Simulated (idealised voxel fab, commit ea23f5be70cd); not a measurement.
Module name: voxel spacer lines (process module)
Cross-section cut: width 210 nm, square cells of 5 nm.
Heads up, the way a cross-section reads in here is a grid of square cells, handed over as bands from the top down, with every band being one or more rows of cells. Band: top height; bottom height; in nm. Then, left to right: material with width in nm, for each material. "everywhere": a single material spanning edge to edge. "blank": empty space. Counting heights begins at 0, where everything beneath is, in the wafer as received, one material. The lowest band has no bottom; it goes on downwards, as "z 0 and below" shows. Per-row width for "30 to 40": begins at first number (top row of band), ends at second number (bottom row), increment between rows held constant. "everything unchanged" (step): cross-section cells unchanged, all of them. Internal closed voids: empty space of 8 cells or more with no open way to the top, each as width x height at its distance from the left edge, in nm. Text after the settings on a step's line: the simulator's own remark on that step. overlay nm: where the mask lay relative to plan, measured to the right, on steps with a mask; negatives go left.
Process steps foreseen in the plan
1. RECEIVE (material Si)
2. CONFORMAL_DEP (material Al2O3; thk nm 10)
3. DIRECTIONAL_DEP (material W; thk nm 15)
4. DIRECTIONAL_DEP (material aC; thk nm 30)
5. PATTERN (tone cover; mask id MANDREL; material resist; width nm 20; pitch nm 70; thk nm 35; overlay nm 0)
6. DIRECTIONAL_ETCH (etch materials aC; depth nm 30)
7. STRIP (etch materials resist)
8. CONFORMAL_DEP (material SiO2; thk nm 15)
9. DIRECTIONAL_ETCH (etch materials SiO2; depth nm 15)
10. STRIP (etch materials aC)
11. DIRECTIONAL_ETCH (etch materials W; depth nm 15)
12. STRIP (etch materials SiO2)
13. FILL_DEP (material lowk; thk nm 10)
14. CMP (height nm 25)
Incoming wafer in cross-section (state: after step 1)
  z 0 and below | Si everywhere
  Internal closed voids: none
This is how the wafer looks in cross-section once the module is done, given the starting state and plan above and one mistake in carrying the plan out
  z 25 to 10 | lowk=35  W=15  lowk=20  W=15  lowk=20  W=15  lowk=20  W=15  lowk=55
  z 10 to 0 | Al2O3 everywhere
  z 0 and below | Si everywhere
  Internal closed voids: none
Short version of what went wrong: step 5 was processed under conditions differing from the plan, specifically as PATTERN (tone cover; mask id MANDREL; material resist; width nm 20; pitch nm 70; thk nm 35; overlay nm -10)
